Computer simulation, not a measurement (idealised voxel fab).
You're looking at the process module voxel gate over fins.
For reference, the cross-section in this document is cut, with width 250 nm and square cells of 5 nm.
A cross-section is written here as square cells arranged in a grid, and it is given in bands from the top down, each band taking up one or more rows of cells. Per band: top height and bottom height in nm, followed by the left-to-right materials and their widths in nm; "edge to edge" marks a single material spanning edge to edge, "empty" marks empty space. All heights in this document are referenced to 0, defined as the level beneath which the wafer, as received, consists entirely of one material. The lowest band is not bounded below; it extends indefinitely downward and is written in the form "0 and below". Read "30->40" as a graded width: first number on top, second number at the bottom, same change between each pair of neighbouring rows. "nothing changed", as given for a step, is the statement that not any cell of the cross-section underwent a change during that step. Empty spaces without an open route to the top, at least 8 cells in extent, make up the entry "Enclosed void entries"; each is given as width x height at distance, where the distance is measured from the left edge, and all are in nm. Heads up: the bit after the settings on a step's line is the simulator's remark on that step. Among the settings permitted on a step's line is "overlay nm"; applied to a step with a mask, it specifies the extent to which the mask lay to the right of its planned position, whereas a negative figure signifies a position to the left.
PLANNED STEP LIST FOR THE PROCESS
| 1 | op RECEIVE | material Si |
| 2 | op CONFORMAL_DEP | material SiN | thk nm 10 |
| 3 | op DIRECTIONAL_DEP | material aC | thk nm 15 |
| 4 | op PATTERN | tone cover | mask id FINS | material resist | width nm 15 | pitch nm 35 | thk nm 30 | overlay nm 0 |
| 5 | op DIRECTIONAL_ETCH | etch materials aC | depth nm 15 |
| 6 | op STRIP | etch materials resist |
| 7 | op DIRECTIONAL_ETCH | etch materials SiN | depth nm 10 |
| 8 | op DIRECTIONAL_ETCH | etch materials Si | depth nm 40 |
| 9 | op STRIP | etch materials aC |
| 10 | op FILL_DEP | material SiO2 | thk nm 15 |
| 11 | op CMP | height nm 10 |
| 12 | op SELECTIVE_ETCH | etch materials SiO2 | depth nm 25 |
| 13 | op STRIP | etch materials SiN |
| 14 | op CONFORMAL_DEP | material HfO2 | thk nm 5 |
| 15 | op CONFORMAL_DEP | material TiN | thk nm 5 |
| 16 | op CONFORMAL_DEP | material TiAl | thk nm 5 |
| 17 | op CONFORMAL_DEP | material TiN | thk nm 5 |
| 18 | op FILL_DEP | material W | thk nm 15 |
| 19 | op CMP | height nm 30 |
| 20 | op CONFORMAL_DEP | material SiN | thk nm 5 |
INCOMING WAFER, CROSS-SECTIONAL VIEW, POST STEP 1
- 0 and below: Si edge to edge
- Enclosed void entries: none
END-OF-MODULE XS, FIRST OF TWO WAFERS, RUN AS PLANNED
- 35 down to 30: SiN edge to edge
- 30 down to 20: W edge to edge
- 20 down to 15: W: 80 / TiN: 90 / W: 80
- 15 down to 10: W: 80 / TiN: 5 / TiAl: 80 / TiN: 5 / W: 80
- 10 down to 5: W: 80 / TiN: 5 / TiAl: 5 / TiN: 70 / TiAl: 5 / TiN: 5 / W: 80
- 5 down to 0: TiN: 85 / TiAl: 5 / TiN: 5 / HfO2: 25 / TiN: 10 / HfO2: 25 / TiN: 5 / TiAl: 5 / TiN: 85
- 0 down to -5: TiAl: 90 / TiN: 5 / HfO2: 5 / Si: 15 / HfO2: 5 / TiN: 10 / HfO2: 5 / Si: 15 / HfO2: 5 / TiN: 5 / TiAl: 90
- -5 down to -10: TiN: 95 / HfO2: 5 / Si: 15 / HfO2: 5 / TiN: 10 / HfO2: 5 / Si: 15 / HfO2: 5 / TiN: 95
- -10 down to -15: HfO2: 100 / Si: 15 / HfO2: 20 / Si: 15 / HfO2: 100
- -15 down to -40: SiO2: 100 / Si: 15 / SiO2: 20 / Si: 15 / SiO2: 100
- -40 and below: Si edge to edge
- Enclosed void entries: none
PRESENTED HERE IS A CROSS-SECTION OF THE SECOND OF THE TWO WAFERS AS IT STOOD AT THE END OF THE MODULE. IT WAS STARTED IN THE SAME MANNER AND ASSIGNED THE SAME PLAN AS THE FIRST WAFER; HOWEVER, ONE MISTAKE WAS MADE IN ITS EXECUTION
- 35 down to 30: SiN edge to edge
- 30 down to 20: W edge to edge
- 20 down to 15: W: 80 / TiN: 90 / W: 80
- 15 down to 10: W: 80 / TiN: 5 / TiAl: 80 / TiN: 5 / W: 80
- 10 down to 5: W: 80 / TiN: 5 / TiAl: 5 / TiN: 70 / TiAl: 5 / TiN: 5 / W: 80
- 5 down to 0: TiN: 85 / TiAl: 5 / TiN: 5 / HfO2: 25 / TiN: 10 / HfO2: 25 / TiN: 5 / TiAl: 5 / TiN: 85
- 0 down to -5: TiAl: 90 / TiN: 5 / HfO2: 5 / Si: 15 / HfO2: 5 / TiN: 10 / HfO2: 5 / Si: 15 / HfO2: 5 / TiN: 5 / TiAl: 90
- -5 down to -10: TiN: 95 / HfO2: 5 / Si: 15 / HfO2: 5 / TiN: 10 / HfO2: 5 / Si: 15 / HfO2: 5 / TiN: 95
- -10 down to -15: HfO2: 100 / Si: 15 / HfO2: 20 / Si: 15 / HfO2: 100
- -15 down to -80: SiO2: 100 / Si: 15 / SiO2: 20 / Si: 15 / SiO2: 100
- -80 and below: Si edge to edge
- Enclosed void entries: none
Want to know what went wrong? step 8 of the plan was executed twice over
Materials where the second wafer ends with more or fewer cells than the first: -352 Si, +352 SiO2
